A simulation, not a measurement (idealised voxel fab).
process module | voxel transistor to metal
cross-section cut | 275 nm wide | cells 5 nm
A cross-section is a grid of square cells, given in bands from the top down. A band is one or more rows of cells.
Each band's line starts with the height of the band's top and of its bottom, in nm. Then come its materials from left to right, each with its width in nm. One material with "throughout" fills the band from edge to edge. "air" is empty space.
Height 0 is the level under which the wafer as received is all one material. The lowest band goes on downwards, as in "0 down".
A width such as "30 to 40" changes by the same amount from each row of cells to the next, from the band's top row to its bottom row.
"no change" after a step means that no cell of the cross-section changed.
closed voids: empty space of 8 cells or more with no open way to the top, each as width x height at its distance from the left edge, in nm
after a step's settings: what the simulator itself notes on the step
overlay nm, on a step with a mask: how far to the right of its planned place the mask lay; to the left if negative
Each pair below shows a cross-section before one step and the cross-section after it, down to the lowest band that changed. The line under each pair gives the step between them, with its settings. The pairs can come from different runs of this module on the same starting wafer, so a pair continues from the pair above only where its "before" says so.
before
  40 to 35: air 60 | SiCN 25 | air 100 | SiCN 25 | air 65
  35 to 25: air 50 | SiN 5 | SiO2 5 | SiCN 25 | SiO2 5 | SiN 5 | air 80 | SiN 5 | SiO2 5 | SiCN 25 | SiO2 5 | SiN 5 | air 55
  25 to 0: air 50 | SiN 5 | SiO2 5 | polySi 25 | SiO2 5 | SiN 5 | air 80 | SiN 5 | SiO2 5 | polySi 25 | SiO2 5 | SiN 5 | air 55
  0 to -5: air 20 | SiGe 30 | SiO2 45 | SiGe 30 | air 20 | SiGe 30 | SiO2 45 | SiGe 30 | air 25
  -5 to -25: SiO2 25 | Si 95 | SiO2 30 | Si 95 | SiO2 30
  -25 down: Si throughout
  closed voids: none
after
  50 to 40: SiO2 throughout
  40 to 35: SiO2 60 | SiCN 25 | SiO2 100 | SiCN 25 | SiO2 65
  35 to 25: SiO2 50 | SiN 5 | SiO2 5 | SiCN 25 | SiO2 5 | SiN 5 | SiO2 80 | SiN 5 | SiO2 5 | SiCN 25 | SiO2 5 | SiN 5 | SiO2 55
  25 to 0: SiO2 50 | SiN 5 | SiO2 5 | polySi 25 | SiO2 5 | SiN 5 | SiO2 80 | SiN 5 | SiO2 5 | polySi 25 | SiO2 5 | SiN 5 | SiO2 55
  0 to -5: SiO2 20 | SiGe 30 | SiO2 45 | SiGe 30 | SiO2 20 | SiGe 30 | SiO2 45 | SiGe 30 | SiO2 25
  below -5: unchanged
  closed voids: none
the step between: op FILL_DEP | material SiO2 | thk nm 10
before: the cross-section after the pair above
after
  25 to 0: SiO2 50 | SiN 5 | SiO2 5 | polySi 25 | SiO2 5 | SiN 5 | SiO2 80 | SiN 5 | SiO2 5 | polySi 25 | SiO2 5 | SiN 5 | SiO2 55
  below 0: unchanged
  closed voids: none
the step between: op CMP | height nm 25
before: the cross-section after the pair above
after
  25 to 0: SiO2 50 | SiN 5 | SiO2 5 | air 25 | SiO2 5 | SiN 5 | SiO2 80 | SiN 5 | SiO2 5 | air 25 | SiO2 5 | SiN 5 | SiO2 55
  below 0: unchanged
  closed voids: none
the step between: op STRIP | etch materials polySi
before: the cross-section after the pair above
after
  25 to 20: air 50 | SiN 5 | air 35 | SiN 5 | air 80 | SiN 5 | air 35 | SiN 5 | air 55
  20 to 0: SiO2 50 | SiN 5 | air 35 | SiN 5 | SiO2 80 | SiN 5 | air 35 | SiN 5 | SiO2 55
  0 to -5: SiO2 20 | SiGe 30 | SiO2 5 | air 35 | SiO2 5 | SiGe 30 | SiO2 20 | SiGe 30 | SiO2 5 | air 35 | SiO2 5 | SiGe 30 | SiO2 25
  below -5: unchanged
  closed voids: none
the step between: op SELECTIVE_ETCH | etch materials SiO2 | depth nm 5
before: the cross-section after the pair above
after
  30 to 25: air 45 | HfO2 15 | air 25 | HfO2 15 | air 70 | HfO2 15 | air 25 | HfO2 15 | air 50
  25 to 20: HfO2 50 | SiN 5 | HfO2 5 | air 25 | HfO2 5 | SiN 5 | HfO2 80 | SiN 5 | HfO2 5 | air 25 | HfO2 5 | SiN 5 | HfO2 55
  20 to 0: SiO2 50 | SiN 5 | HfO2 5 | air 25 | HfO2 5 | SiN 5 | SiO2 80 | SiN 5 | HfO2 5 | air 25 | HfO2 5 | SiN 5 | SiO2 55
  0 to -5: SiO2 20 | SiGe 30 | SiO2 5 | HfO2 35 | SiO2 5 | SiGe 30 | SiO2 20 | SiGe 30 | SiO2 5 | HfO2 35 | SiO2 5 | SiGe 30 | SiO2 25
  below -5: unchanged
  closed voids: none
the step between: op CONFORMAL_DEP | material HfO2 | thk nm 5
before: the cross-section after the pair above
after
  35 to 30: air 40 | TiN 25 | air 15 | TiN 25 | air 60 | TiN 25 | air 15 | TiN 25 | air 45
  30 to 25: TiN 45 | HfO2 15 | TiN 5 | air 15 | TiN 5 | HfO2 15 | TiN 70 | HfO2 15 | TiN 5 | air 15 | TiN 5 | HfO2 15 | TiN 50
  25 to 20: HfO2 50 | SiN 5 | HfO2 5 | TiN 5 | air 15 | TiN 5 | HfO2 5 | SiN 5 | HfO2 80 | SiN 5 | HfO2 5 | TiN 5 | air 15 | TiN 5 | HfO2 5 | SiN 5 | HfO2 55
  20 to 5: SiO2 50 | SiN 5 | HfO2 5 | TiN 5 | air 15 | TiN 5 | HfO2 5 | SiN 5 | SiO2 80 | SiN 5 | HfO2 5 | TiN 5 | air 15 | TiN 5 | HfO2 5 | SiN 5 | SiO2 55
  5 to 0: SiO2 50 | SiN 5 | HfO2 5 | TiN 25 | HfO2 5 | SiN 5 | SiO2 80 | SiN 5 | HfO2 5 | TiN 25 | HfO2 5 | SiN 5 | SiO2 55
  below 0: unchanged
  closed voids: none
the step between: op CONFORMAL_DEP | material TiN | thk nm 5
before: the cross-section after the pair above
after
  40 to 35: W throughout
  35 to 30: W 40 | TiN 25 | W 15 | TiN 25 | W 60 | TiN 25 | W 15 | TiN 25 | W 45
  30 to 25: TiN 45 | HfO2 15 | TiN 5 | W 15 | TiN 5 | HfO2 15 | TiN 70 | HfO2 15 | TiN 5 | W 15 | TiN 5 | HfO2 15 | TiN 50
  25 to 20: HfO2 50 | SiN 5 | HfO2 5 | TiN 5 | W 15 | TiN 5 | HfO2 5 | SiN 5 | HfO2 80 | SiN 5 | HfO2 5 | TiN 5 | W 15 | TiN 5 | HfO2 5 | SiN 5 | HfO2 55
  20 to 5: SiO2 50 | SiN 5 | HfO2 5 | TiN 5 | W 15 | TiN 5 | HfO2 5 | SiN 5 | SiO2 80 | SiN 5 | HfO2 5 | TiN 5 | W 15 | TiN 5 | HfO2 5 | SiN 5 | SiO2 55
  below 5: unchanged
  closed voids: none
the step between: op FILL_DEP | material W | thk nm 5
before: the cross-section after the pair above
after
  20 to 5: SiO2 50 | SiN 5 | HfO2 5 | TiN 5 | W 15 | TiN 5 | HfO2 5 | SiN 5 | SiO2 80 | SiN 5 | HfO2 5 | TiN 5 | W 15 | TiN 5 | HfO2 5 | SiN 5 | SiO2 55
  below 5: unchanged
  closed voids: none
the step between: op CMP | height nm 20
before: the cross-section after the pair above
after
  30 to 20: SiO2 throughout
  below 20: unchanged
  closed voids: none
the step between: op DIRECTIONAL_DEP | material SiO2 | thk nm 10
before: the cross-section after the pair above
after
  30 to 20: SiO2 25 | air 15 | SiO2 65 | air 15 | SiO2 30 | air 15 | SiO2 65 | air 15 | SiO2 30
  20 to 5: SiO2 25 | air 15 | SiO2 10 | SiN 5 | HfO2 5 | TiN 5 | W 15 | TiN 5 | HfO2 5 | SiN 5 | SiO2 10 | air 15 | SiO2 30 | air 15 | SiO2 10 | SiN 5 | HfO2 5 | TiN 5 | W 15 | TiN 5 | HfO2 5 | SiN 5 | SiO2 10 | air 15 | SiO2 30
  5 to 0: SiO2 25 | air 15 | SiO2 10 | SiN 5 | HfO2 5 | TiN 25 | HfO2 5 | SiN 5 | SiO2 10 | air 15 | SiO2 30 | air 15 | SiO2 10 | SiN 5 | HfO2 5 | TiN 25 | HfO2 5 | SiN 5 | SiO2 10 | air 15 | SiO2 30
  below 0: unchanged
  closed voids: none
the step between: op MASKED_ETCH | tone open | mask id CONTACT | width nm 15 | etch materials SiO2 | depth nm 30 | overlay nm 0
before: the cross-section after the pair above
after
  35 to 30: TiN 30 | air 5 | TiN 75 | air 5 | TiN 40 | air 5 | TiN 75 | air 5 | TiN 35
  30 to 20: SiO2 25 | TiN 5 | air 5 | TiN 5 | SiO2 65 | TiN 5 | air 5 | TiN 5 | SiO2 30 | TiN 5 | air 5 | TiN 5 | SiO2 65 | TiN 5 | air 5 | TiN 5 | SiO2 30
  20 to 5: SiO2 25 | TiN 5 | air 5 | TiN 5 | SiO2 10 | SiN 5 | HfO2 5 | TiN 5 | W 15 | TiN 5 | HfO2 5 | SiN 5 | SiO2 10 | TiN 5 | air 5 | TiN 5 | SiO2 30 | TiN 5 | air 5 | TiN 5 | SiO2 10 | SiN 5 | HfO2 5 | TiN 5 | W 15 | TiN 5 | HfO2 5 | SiN 5 | SiO2 10 | TiN 5 | air 5 | TiN 5 | SiO2 30
  5 to 0: SiO2 25 | TiN 15 | SiO2 10 | SiN 5 | HfO2 5 | TiN 25 | HfO2 5 | SiN 5 | SiO2 10 | TiN 15 | SiO2 30 | TiN 15 | SiO2 10 | SiN 5 | HfO2 5 | TiN 25 | HfO2 5 | SiN 5 | SiO2 10 | TiN 15 | SiO2 30
  below 0: unchanged
  closed voids: none
the step between: op CONFORMAL_DEP | material TiN | thk nm 5
before: the cross-section after the pair above
after
  40 to 35: Ru throughout
  35 to 30: TiN 30 | Ru 5 | TiN 75 | Ru 5 | TiN 40 | Ru 5 | TiN 75 | Ru 5 | TiN 35
  30 to 20: SiO2 25 | TiN 5 | Ru 5 | TiN 5 | SiO2 65 | TiN 5 | Ru 5 | TiN 5 | SiO2 30 | TiN 5 | Ru 5 | TiN 5 | SiO2 65 | TiN 5 | Ru 5 | TiN 5 | SiO2 30
  20 to 5: SiO2 25 | TiN 5 | Ru 5 | TiN 5 | SiO2 10 | SiN 5 | HfO2 5 | TiN 5 | W 15 | TiN 5 | HfO2 5 | SiN 5 | SiO2 10 | TiN 5 | Ru 5 | TiN 5 | SiO2 30 | TiN 5 | Ru 5 | TiN 5 | SiO2 10 | SiN 5 | HfO2 5 | TiN 5 | W 15 | TiN 5 | HfO2 5 | SiN 5 | SiO2 10 | TiN 5 | Ru 5 | TiN 5 | SiO2 30
  below 5: unchanged
  closed voids: none
the step between: op FILL_DEP | material Ru | thk nm 5
before: the cross-section after the pair above
after
  30 to 20: SiO2 25 | TiN 5 | Ru 5 | TiN 5 | SiO2 65 | TiN 5 | Ru 5 | TiN 5 | SiO2 30 | TiN 5 | Ru 5 | TiN 5 | SiO2 65 | TiN 5 | Ru 5 | TiN 5 | SiO2 30
  below 20: unchanged
  closed voids: none
the step between: op CMP | height nm 30
before: the cross-section after the pair above
after
  35 to 30: TiN throughout
  below 30: unchanged
  closed voids: none
the step between: op DIRECTIONAL_DEP | material TiN | thk nm 5
before: the cross-section after the pair above
after
  60 to 35: Ru throughout
  below 35: unchanged
  closed voids: none
the step between: op DIRECTIONAL_DEP | material Ru | thk nm 25
before: the cross-section after the pair above
after
  80 to 60: air 25 | resist 15 | air 65 | resist 15 | air 30 | resist 15 | air 65 | resist 15 | air 30
  below 60: unchanged
  closed voids: none
the step between: op PATTERN | tone cover | mask id METAL_1 | material resist | width nm 15 | thk nm 20 | overlay nm 0
before: the cross-section after the pair above
after
  80 to 60: air 25 | resist 15 | air 65 | resist 15 | air 30 | resist 15 | air 65 | resist 15 | air 30
  60 to 35: air 25 | Ru 15 | air 65 | Ru 15 | air 30 | Ru 15 | air 65 | Ru 15 | air 30
  below 35: unchanged
  closed voids: none
the step between: op DIRECTIONAL_ETCH | etch materials Ru | depth nm 25
before: the cross-section after the pair above
after
  80 to 60: air 25 | resist 15 | air 65 | resist 15 | air 30 | resist 15 | air 65 | resist 15 | air 30
  60 to 35: air 25 | Ru 15 | air 65 | Ru 15 | air 30 | Ru 15 | air 65 | Ru 15 | air 30
  35 to 30: air 25 | TiN 15 | air 65 | TiN 15 | air 30 | TiN 15 | air 65 | TiN 15 | air 30
  below 30: unchanged
  closed voids: none
the step between: op DIRECTIONAL_ETCH | etch materials TiN | depth nm 5
before: the cross-section after the pair above
after
  60 to 35: air 25 | Ru 15 | air 65 | Ru 15 | air 30 | Ru 15 | air 65 | Ru 15 | air 30
  below 35: unchanged
  closed voids: none
the step between: op STRIP | etch materials resist
before: the cross-section after the pair above
after
  65 to 60: lowk throughout
  60 to 35: lowk 25 | Ru 15 | lowk 65 | Ru 15 | lowk 30 | Ru 15 | lowk 65 | Ru 15 | lowk 30
  35 to 30: lowk 25 | TiN 15 | lowk 65 | TiN 15 | lowk 30 | TiN 15 | lowk 65 | TiN 15 | lowk 30
  below 30: unchanged
  closed voids: none
the step between: op FILL_DEP | material lowk | thk nm 5
before: the cross-section after the pair above
after
  60 to 35: lowk 25 | Ru 15 | lowk 65 | Ru 15 | lowk 30 | Ru 15 | lowk 65 | Ru 15 | lowk 30
  below 35: unchanged
  closed voids: none
the step between: op CMP | height nm 60
before: the cross-section after the pair above
after
  65 to 60: SiN throughout
  below 60: unchanged
  closed voids: none
the step between: op CONFORMAL_DEP | material SiN | thk nm 5
before
  25 to 15: aC throughout
  15 to 5: SiN throughout
  5 to 0: SiO2 throughout
  0 down: Si throughout
  closed voids: none
after
  55 to 25: air 25 | resist 95 | air 30 | resist 95 | air 30
  below 25: unchanged
  closed voids: none
the step between: op PATTERN | tone cover | mask id ACTIVE | material resist | width nm 95 | pitch nm 125 | thk nm 30 | overlay nm 0
before: the cross-section after the pair above
after
  45 to 25: air 25 | resist 95 | air 30 | resist 95 | air 30
  25 to 15: air 25 | aC 95 | air 30 | aC 95 | air 30
  below 15: unchanged
  closed voids: none
the step between: op DIRECTIONAL_ETCH | etch materials aC | depth nm 10
before: the cross-section after the pair above
after
  25 to 15: air 25 | aC 95 | air 30 | aC 95 | air 30
  below 15: unchanged
  closed voids: none
the step between: op STRIP | etch materials resist
before: the cross-section after the pair above
after
  25 to 15: air 25 | aC 95 | air 30 | aC 95 | air 30
  15 to 5: air 25 | SiN 95 | air 30 | SiN 95 | air 30
  below 5: unchanged
  closed voids: none
the step between: op DIRECTIONAL_ETCH | etch materials SiN | depth nm 10
before: the cross-section after the pair above
after
  25 to 15: air 25 | aC 95 | air 30 | aC 95 | air 30
  15 to 5: air 25 | SiN 95 | air 30 | SiN 95 | air 30
  5 to 0: air 25 | SiO2 95 | air 30 | SiO2 95 | air 30
  below 0: unchanged
  closed voids: none
the step between: op DIRECTIONAL_ETCH | etch materials SiO2 | depth nm 5
before: the cross-section after the pair above
after
  25 to 15: air 25 | aC 95 | air 30 | aC 95 | air 30
  15 to 5: air 25 | SiN 95 | air 30 | SiN 95 | air 30
  5 to 0: air 25 | SiO2 95 | air 30 | SiO2 95 | air 30
  0 to -20: air 25 | Si 95 | air 30 | Si 95 | air 30
  below -20: unchanged
  closed voids: none
the step between: op DIRECTIONAL_ETCH | etch materials Si | depth nm 20
before: the cross-section after the pair above
after
  15 to 5: air 25 | SiN 95 | air 30 | SiN 95 | air 30
  below 5: unchanged
  closed voids: none
the step between: op STRIP | etch materials aC
before: the cross-section after the pair above
after
  15 to 5: air 25 | SiN 95 | air 30 | SiN 95 | air 30
  5 to 0: air 25 | SiO2 95 | air 30 | SiO2 95 | air 30
  0 to -20: air 25 | SiO2 5 | Si 85 | SiO2 5 | air 30 | SiO2 5 | Si 85 | SiO2 5 | air 30
  -20 to -25: SiO2 30 | Si 85 | SiO2 40 | Si 85 | SiO2 35
  below -25: unchanged
  closed voids: none
the step between: op OXIDIZE | depth nm 5
before: the cross-section after the pair above
after
  30 to 15: SiO2 throughout
  15 to 5: SiO2 25 | SiN 95 | SiO2 30 | SiN 95 | SiO2 30
  5 to 0: SiO2 throughout
  0 to -25: SiO2 30 | Si 85 | SiO2 40 | Si 85 | SiO2 35
  below -25: unchanged
  closed voids: none
the step between: op FILL_DEP | material SiO2 | thk nm 15
before: the cross-section after the pair above
after
  15 to 5: SiO2 25 | SiN 95 | SiO2 30 | SiN 95 | SiO2 30
  below 5: unchanged
  closed voids: none
the step between: op CMP | height nm 15
before: the cross-section after the pair above
after
  15 to 5: air 25 | SiN 95 | air 30 | SiN 95 | air 30
  below 5: unchanged
  closed voids: none
the step between: op SELECTIVE_ETCH | etch materials SiO2 | depth nm 10
before: the cross-section after the pair above
after
  5 to 0: SiO2 throughout
  below 0: unchanged
  closed voids: none
the step between: op STRIP | etch materials SiN
before: the cross-section after the pair above
after
  0 to -25: SiO2 30 | Si 85 | SiO2 40 | Si 85 | SiO2 35
  below -25: unchanged
  closed voids: none
the step between: op SELECTIVE_ETCH | etch materials SiO2 | depth nm 5
before: the cross-section after the pair above
after
  0 to -5: SiO2 throughout
  below -5: unchanged
  closed voids: none
the step between: op OXIDIZE | depth nm 5
before: the cross-section after the pair above
after
  25 to 0: polySi throughout
  below 0: unchanged
  closed voids: none
the step between: op DIRECTIONAL_DEP | material polySi | thk nm 25
before: the cross-section after the pair above
after
  40 to 25: SiCN throughout
  below 25: unchanged
  closed voids: none
the step between: op DIRECTIONAL_DEP | material SiCN | thk nm 15
before: the cross-section after the pair above
after
  55 to 40: air 60 | resist 25 | air 100 | resist 25 | air 65
  below 40: unchanged
  closed voids: none
the step between: op PATTERN | tone cover | mask id GATE | material resist | width nm 25 | pitch nm 125 | thk nm 15 | overlay nm 0
before: the cross-section after the pair above
after
  55 to 40: air 60 | resist 25 | air 100 | resist 25 | air 65
  40 to 25: air 60 | SiCN 25 | air 100 | SiCN 25 | air 65
  below 25: unchanged
  closed voids: none
the step between: op DIRECTIONAL_ETCH | etch materials SiCN | depth nm 25
before: the cross-section after the pair above
after
  55 to 40: air 60 | resist 25 | air 100 | resist 25 | air 65
  40 to 25: air 60 | SiCN 25 | air 100 | SiCN 25 | air 65
  25 to 0: air 60 | polySi 25 | air 100 | polySi 25 | air 65
  below 0: unchanged
  closed voids: none
the step between: op DIRECTIONAL_ETCH | etch materials polySi | depth nm 35
before: the cross-section after the pair above
after
  40 to 25: air 60 | SiCN 25 | air 100 | SiCN 25 | air 65
  below 25: unchanged
  closed voids: none
the step between: op STRIP | etch materials resist
before: the cross-section after the pair above
after
  45 to 40: air 55 | SiO2 35 | air 90 | SiO2 35 | air 60
  40 to 25: air 55 | SiO2 5 | SiCN 25 | SiO2 5 | air 90 | SiO2 5 | SiCN 25 | SiO2 5 | air 60
  25 to 5: air 55 | SiO2 5 | polySi 25 | SiO2 5 | air 90 | SiO2 5 | polySi 25 | SiO2 5 | air 60
  5 to 0: SiO2 60 | polySi 25 | SiO2 100 | polySi 25 | SiO2 65
  below 0: unchanged
  closed voids: none
the step between: op CONFORMAL_DEP | material SiO2 | thk nm 5
before: the cross-section after the pair above
after
  40 to 25: air 55 | SiO2 5 | SiCN 25 | SiO2 5 | air 90 | SiO2 5 | SiCN 25 | SiO2 5 | air 60
  25 to 0: air 55 | SiO2 5 | polySi 25 | SiO2 5 | air 90 | SiO2 5 | polySi 25 | SiO2 5 | air 60
  below 0: unchanged
  closed voids: none
the step between: op DIRECTIONAL_ETCH | etch materials SiO2 | depth nm 5
before: the cross-section after the pair above
after
  50 to 40: air 45 | SiN 55 | air 70 | SiN 55 | air 50
  40 to 25: air 45 | SiN 10 | SiO2 5 | SiCN 25 | SiO2 5 | SiN 10 | air 70 | SiN 10 | SiO2 5 | SiCN 25 | SiO2 5 | SiN 10 | air 50
  25 to 10: air 45 | SiN 10 | SiO2 5 | polySi 25 | SiO2 5 | SiN 10 | air 70 | SiN 10 | SiO2 5 | polySi 25 | SiO2 5 | SiN 10 | air 50
  10 to 0: SiN 55 | SiO2 5 | polySi 25 | SiO2 5 | SiN 90 | SiO2 5 | polySi 25 | SiO2 5 | SiN 60
  below 0: unchanged
  closed voids: none
the step between: op CONFORMAL_DEP | material SiN | thk nm 10
before: the cross-section after the pair above
after
  40 to 25: air 45 | SiN 10 | SiO2 5 | SiCN 25 | SiO2 5 | SiN 10 | air 70 | SiN 10 | SiO2 5 | SiCN 25 | SiO2 5 | SiN 10 | air 50
  25 to 0: air 45 | SiN 10 | SiO2 5 | polySi 25 | SiO2 5 | SiN 10 | air 70 | SiN 10 | SiO2 5 | polySi 25 | SiO2 5 | SiN 10 | air 50
  below 0: unchanged
  closed voids: none
the step between: op DIRECTIONAL_ETCH | etch materials SiN | depth nm 10
before: the cross-section after the pair above
after
  40 to 35: air 45 | SiN 10 | air 5 | SiCN 25 | air 5 | SiN 10 | air 70 | SiN 10 | air 5 | SiCN 25 | air 5 | SiN 10 | air 50
  35 to 25: air 45 | SiN 10 | SiO2 5 | SiCN 25 | SiO2 5 | SiN 10 | air 70 | SiN 10 | SiO2 5 | SiCN 25 | SiO2 5 | SiN 10 | air 50
  25 to 0: air 45 | SiN 10 | SiO2 5 | polySi 25 | SiO2 5 | SiN 10 | air 70 | SiN 10 | SiO2 5 | polySi 25 | SiO2 5 | SiN 10 | air 50
  0 to -5: air 45 | SiO2 55 | air 70 | SiO2 55 | air 50
  below -5: unchanged
  closed voids: none
the step between: op DIRECTIONAL_ETCH | etch materials SiO2 | depth nm 5
before: the cross-section after the pair above
after
  40 to 35: air 45 | SiN 10 | air 5 | SiCN 25 | air 5 | SiN 10 | air 70 | SiN 10 | air 5 | SiCN 25 | air 5 | SiN 10 | air 50
  35 to 25: air 45 | SiN 10 | SiO2 5 | SiCN 25 | SiO2 5 | SiN 10 | air 70 | SiN 10 | SiO2 5 | SiCN 25 | SiO2 5 | SiN 10 | air 50
  25 to 0: air 45 | SiN 10 | SiO2 5 | polySi 25 | SiO2 5 | SiN 10 | air 70 | SiN 10 | SiO2 5 | polySi 25 | SiO2 5 | SiN 10 | air 50
  0 to -5: air 25 | SiGe 20 | SiO2 55 | SiGe 20 | air 30 | SiGe 20 | SiO2 55 | SiGe 20 | air 30
  below -5: unchanged
  closed voids: none
the step between: op EPI | material SiGe | thk nm 5
before: the cross-section after the pair above
after
  50 to 40: SiO2 throughout
  40 to 25: SiO2 45 | SiN 10 | SiO2 5 | SiCN 25 | SiO2 5 | SiN 10 | SiO2 70 | SiN 10 | SiO2 5 | SiCN 25 | SiO2 5 | SiN 10 | SiO2 50
  25 to 0: SiO2 45 | SiN 10 | SiO2 5 | polySi 25 | SiO2 5 | SiN 10 | SiO2 70 | SiN 10 | SiO2 5 | polySi 25 | SiO2 5 | SiN 10 | SiO2 50
  0 to -5: SiO2 25 | SiGe 20 | SiO2 55 | SiGe 20 | SiO2 30 | SiGe 20 | SiO2 55 | SiGe 20 | SiO2 30
  below -5: unchanged
  closed voids: none
the step between: op FILL_DEP | material SiO2 | thk nm 10
before: the cross-section after the pair above
after
  25 to 0: SiO2 45 | SiN 10 | SiO2 5 | polySi 25 | SiO2 5 | SiN 10 | SiO2 70 | SiN 10 | SiO2 5 | polySi 25 | SiO2 5 | SiN 10 | SiO2 50
  below 0: unchanged
  closed voids: none
the step between: op CMP | height nm 25
before: the cross-section after the pair above
after
  25 to 0: SiO2 45 | SiN 10 | SiO2 5 | air 25 | SiO2 5 | SiN 10 | SiO2 70 | SiN 10 | SiO2 5 | air 25 | SiO2 5 | SiN 10 | SiO2 50
  below 0: unchanged
  closed voids: none
the step between: op STRIP | etch materials polySi
before: the cross-section after the pair above
after
  25 to 20: air 45 | SiN 10 | air 35 | SiN 10 | air 70 | SiN 10 | air 35 | SiN 10 | air 50
  20 to 0: SiO2 45 | SiN 10 | air 35 | SiN 10 | SiO2 70 | SiN 10 | air 35 | SiN 10 | SiO2 50
  0 to -5: SiO2 25 | SiGe 20 | SiO2 10 | air 35 | SiO2 10 | SiGe 20 | SiO2 30 | SiGe 20 | SiO2 10 | air 35 | SiO2 10 | SiGe 20 | SiO2 30
  below -5: unchanged
  closed voids: none
the step between: op SELECTIVE_ETCH | etch materials SiO2 | depth nm 5
before: the cross-section after the pair above
after
  30 to 25: air 40 | HfO2 20 | air 25 | HfO2 20 | air 60 | HfO2 20 | air 25 | HfO2 20 | air 45
  25 to 20: HfO2 45 | SiN 10 | HfO2 5 | air 25 | HfO2 5 | SiN 10 | HfO2 70 | SiN 10 | HfO2 5 | air 25 | HfO2 5 | SiN 10 | HfO2 50
  20 to 0: SiO2 45 | SiN 10 | HfO2 5 | air 25 | HfO2 5 | SiN 10 | SiO2 70 | SiN 10 | HfO2 5 | air 25 | HfO2 5 | SiN 10 | SiO2 50
  0 to -5: SiO2 25 | SiGe 20 | SiO2 10 | HfO2 35 | SiO2 10 | SiGe 20 | SiO2 30 | SiGe 20 | SiO2 10 | HfO2 35 | SiO2 10 | SiGe 20 | SiO2 30
  below -5: unchanged
  closed voids: none
the step between: op CONFORMAL_DEP | material HfO2 | thk nm 5
before: the cross-section after the pair above
after
  35 to 30: air 35 | TiN 30 | air 15 | TiN 30 | air 50 | TiN 30 | air 15 | TiN 30 | air 40
  30 to 25: TiN 40 | HfO2 20 | TiN 5 | air 15 | TiN 5 | HfO2 20 | TiN 60 | HfO2 20 | TiN 5 | air 15 | TiN 5 | HfO2 20 | TiN 45
  25 to 20: HfO2 45 | SiN 10 | HfO2 5 | TiN 5 | air 15 | TiN 5 | HfO2 5 | SiN 10 | HfO2 70 | SiN 10 | HfO2 5 | TiN 5 | air 15 | TiN 5 | HfO2 5 | SiN 10 | HfO2 50
  20 to 5: SiO2 45 | SiN 10 | HfO2 5 | TiN 5 | air 15 | TiN 5 | HfO2 5 | SiN 10 | SiO2 70 | SiN 10 | HfO2 5 | TiN 5 | air 15 | TiN 5 | HfO2 5 | SiN 10 | SiO2 50
  5 to 0: SiO2 45 | SiN 10 | HfO2 5 | TiN 25 | HfO2 5 | SiN 10 | SiO2 70 | SiN 10 | HfO2 5 | TiN 25 | HfO2 5 | SiN 10 | SiO2 50
  below 0: unchanged
  closed voids: none
the step between: op CONFORMAL_DEP | material TiN | thk nm 5
before: the cross-section after the pair above
after
  40 to 35: W throughout
  35 to 30: W 35 | TiN 30 | W 15 | TiN 30 | W 50 | TiN 30 | W 15 | TiN 30 | W 40
  30 to 25: TiN 40 | HfO2 20 | TiN 5 | W 15 | TiN 5 | HfO2 20 | TiN 60 | HfO2 20 | TiN 5 | W 15 | TiN 5 | HfO2 20 | TiN 45
  25 to 20: HfO2 45 | SiN 10 | HfO2 5 | TiN 5 | W 15 | TiN 5 | HfO2 5 | SiN 10 | HfO2 70 | SiN 10 | HfO2 5 | TiN 5 | W 15 | TiN 5 | HfO2 5 | SiN 10 | HfO2 50
  20 to 5: SiO2 45 | SiN 10 | HfO2 5 | TiN 5 | W 15 | TiN 5 | HfO2 5 | SiN 10 | SiO2 70 | SiN 10 | HfO2 5 | TiN 5 | W 15 | TiN 5 | HfO2 5 | SiN 10 | SiO2 50
  below 5: unchanged
  closed voids: none
the step between: op FILL_DEP | material W | thk nm 5
before: the cross-section after the pair above
after
  20 to 5: SiO2 45 | SiN 10 | HfO2 5 | TiN 5 | W 15 | TiN 5 | HfO2 5 | SiN 10 | SiO2 70 | SiN 10 | HfO2 5 | TiN 5 | W 15 | TiN 5 | HfO2 5 | SiN 10 | SiO2 50
  below 5: unchanged
  closed voids: none
the step between: op CMP | height nm 20
before: the cross-section after the pair above
after
  30 to 20: SiO2 throughout
  below 20: unchanged
  closed voids: none
the step between: op DIRECTIONAL_DEP | material SiO2 | thk nm 10
before: the cross-section after the pair above
after
  30 to 20: SiO2 25 | air 15 | SiO2 65 | air 15 | SiO2 30 | air 15 | SiO2 65 | air 15 | SiO2 30
  20 to 5: SiO2 25 | air 15 | SiO2 5 | SiN 10 | HfO2 5 | TiN 5 | W 15 | TiN 5 | HfO2 5 | SiN 10 | SiO2 5 | air 15 | SiO2 30 | air 15 | SiO2 5 | SiN 10 | HfO2 5 | TiN 5 | W 15 | TiN 5 | HfO2 5 | SiN 10 | SiO2 5 | air 15 | SiO2 30
  5 to 0: SiO2 25 | air 15 | SiO2 5 | SiN 10 | HfO2 5 | TiN 25 | HfO2 5 | SiN 10 | SiO2 5 | air 15 | SiO2 30 | air 15 | SiO2 5 | SiN 10 | HfO2 5 | TiN 25 | HfO2 5 | SiN 10 | SiO2 5 | air 15 | SiO2 30
  below 0: unchanged
  closed voids: none
the step between: op MASKED_ETCH | tone open | mask id CONTACT | width nm 15 | etch materials SiO2 | depth nm 30 | overlay nm 0
before: the cross-section after the pair above
after
  35 to 30: TiN 30 | air 5 | TiN 75 | air 5 | TiN 40 | air 5 | TiN 75 | air 5 | TiN 35
  30 to 20: SiO2 25 | TiN 5 | air 5 | TiN 5 | SiO2 65 | TiN 5 | air 5 | TiN 5 | SiO2 30 | TiN 5 | air 5 | TiN 5 | SiO2 65 | TiN 5 | air 5 | TiN 5 | SiO2 30
  20 to 5: SiO2 25 | TiN 5 | air 5 | TiN 5 | SiO2 5 | SiN 10 | HfO2 5 | TiN 5 | W 15 | TiN 5 | HfO2 5 | SiN 10 | SiO2 5 | TiN 5 | air 5 | TiN 5 | SiO2 30 | TiN 5 | air 5 | TiN 5 | SiO2 5 | SiN 10 | HfO2 5 | TiN 5 | W 15 | TiN 5 | HfO2 5 | SiN 10 | SiO2 5 | TiN 5 | air 5 | TiN 5 | SiO2 30
  5 to 0: SiO2 25 | TiN 15 | SiO2 5 | SiN 10 | HfO2 5 | TiN 25 | HfO2 5 | SiN 10 | SiO2 5 | TiN 15 | SiO2 30 | TiN 15 | SiO2 5 | SiN 10 | HfO2 5 | TiN 25 | HfO2 5 | SiN 10 | SiO2 5 | TiN 15 | SiO2 30
  below 0: unchanged
  closed voids: none
the step between: op CONFORMAL_DEP | material TiN | thk nm 5
